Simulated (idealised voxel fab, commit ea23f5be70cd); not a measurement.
The following process module bears the name voxel self aligned vias.
Shown is cross-section cut, with a width of 215 nm and square cells of size 5 nm.
How to read a cross-section here: the picture is a grid of square cells, written as bands going from the top down, and any band can span one or more rows of cells. Per band: top height and bottom height in nm, followed by the left-to-right materials and their widths in nm; "throughout" marks a single material spanning edge to edge, "blank" marks empty space. Ref level 0: as-received wafer is one material below here. Bottom band extends down with no lower bound ("0 nm and below"). Quick explanation for "30 to 40": the width changes in equal steps down the rows of cells, from the first number in the band's top row to the second number in its bottom row. "remained the same", as given for a step, is the statement that not any cell of the cross-section underwent a change during that step. "Non-vented voids": empty spaces of 8 cells or more with no open way to the top, each given as width x height at distance, distance from the left edge, all in nm. Where a step's line continues beyond its settings, the continuation is a remark by the simulator itself on that step. What "overlay nm" on a step's line means: if the step has a mask, that mask lay this far to the right of its planned place, or, when the value is negative, to the left.
-- Here's what the planned process steps look like
1 RECEIVE: material Si
2 CONFORMAL_DEP: material SiO2, thk nm 15
3 CONFORMAL_DEP: material SiCN, thk nm 5
4 DIRECTIONAL_DEP: material SiO2, thk nm 30
5 DIRECTIONAL_DEP: material aC, thk nm 15
6 PATTERN: tone open, mask id LINES, material resist, width nm 25, pitch nm 65, thk nm 30, overlay nm 0
7 DIRECTIONAL_ETCH: etch materials aC, depth nm 15
8 STRIP: etch materials resist
9 DIRECTIONAL_ETCH: etch materials SiO2, depth nm 30
10 STRIP: etch materials aC
11 CONFORMAL_DEP: material TiN, thk nm 5
12 FILL_DEP: material Ru, thk nm 5
13 CMP: height nm 50
14 SELECTIVE_ETCH: etch materials W Ru TiN, depth nm 5
15 FILL_DEP: material SiN, thk nm 10
16 CMP: height nm 50
17 DIRECTIONAL_DEP: material SiO2, thk nm 20
18 PATTERN: tone open, mask id VIAS, material resist, width nm 35, pitch nm 65, thk nm 15, overlay nm 0
19 DIRECTIONAL_ETCH: etch materials SiO2, depth nm 20
20 DIRECTIONAL_ETCH: etch materials SiN, depth nm 5
21 STRIP: etch materials resist
22 CONFORMAL_DEP: material TiN, thk nm 5
23 FILL_DEP: material W, thk nm 10
24 CMP: height nm 70
25 CONFORMAL_DEP: material SiCN, thk nm 5
-- As-received state of the wafer in cross-section, equivalent to post-step 1
	0 nm and below  Si throughout
	Non-vented voids: none
-- Cross-section, first of two wafers, end of module, run as planned
	75 nm to 70 nm  SiCN throughout
	70 nm to 55 nm  SiO2 25; TiN 5; W 25; TiN 5; SiO2 30; TiN 5; W 25; TiN 5; SiO2 30; TiN 5; W 25; TiN 5; SiO2 25
	55 nm to 50 nm  SiO2 25; TiN 10; W 15; TiN 10; SiO2 30; TiN 10; W 15; TiN 10; SiO2 30; TiN 10; W 15; TiN 10; SiO2 25
	50 nm to 45 nm  SiO2 30; TiN 25; SiO2 40; TiN 25; SiO2 40; TiN 25; SiO2 30
	45 nm to 25 nm  SiO2 30; TiN 5; Ru 15; TiN 5; SiO2 40; TiN 5; Ru 15; TiN 5; SiO2 40; TiN 5; Ru 15; TiN 5; SiO2 30
	25 nm to 20 nm  SiO2 30; TiN 25; SiO2 40; TiN 25; SiO2 40; TiN 25; SiO2 30
	20 nm to 15 nm  SiCN throughout
	15 nm to 0 nm  SiO2 throughout
	0 nm and below  Si throughout
	Non-vented voids: none
-- So this is wafer number two of the two, cut at the end of the module - it started where the first did and had the same plan, we just got one thing wrong running it
	75 nm to 70 nm  SiCN throughout
	70 nm to 55 nm  SiO2 25; TiN 5; W 25; TiN 5; SiO2 30; TiN 5; W 25; TiN 5; SiO2 30; TiN 5; W 25; TiN 5; SiO2 25
	55 nm to 50 nm  SiO2 25; TiN 35; SiO2 30; TiN 35; SiO2 30; TiN 35; SiO2 25
	50 nm to 45 nm  SiN 25; TiN 5; SiO2 25; TiN 5; SiN 30; TiN 5; SiO2 25; TiN 5; SiN 30; TiN 5; SiO2 25; TiN 5; SiN 25
	45 nm to 25 nm  Ru 25; TiN 5; SiO2 25; TiN 5; Ru 30; TiN 5; SiO2 25; TiN 5; Ru 30; TiN 5; SiO2 25; TiN 5; Ru 25
	25 nm to 20 nm  TiN 30; SiO2 25; TiN 40; SiO2 25; TiN 40; SiO2 25; TiN 30
	20 nm to 15 nm  SiCN throughout
	15 nm to 0 nm  SiO2 throughout
	0 nm and below  Si throughout
	Non-vented voids: none
Which mistake was made when the wafer was run? for step 6, the planned setting was not used; the step was instead run as PATTERN: tone cover, mask id LINES, material resist, width nm 25, pitch nm 65, thk nm 30, overlay nm 0
It is noted that, at the conclusion of processing, the second wafer exhibits a higher or lower cell count for certain materials relative to the first: Ru: 52 more; SiN: 22 more; SiO2: 78 fewer; TiN: 13 more; W: 9 fewer
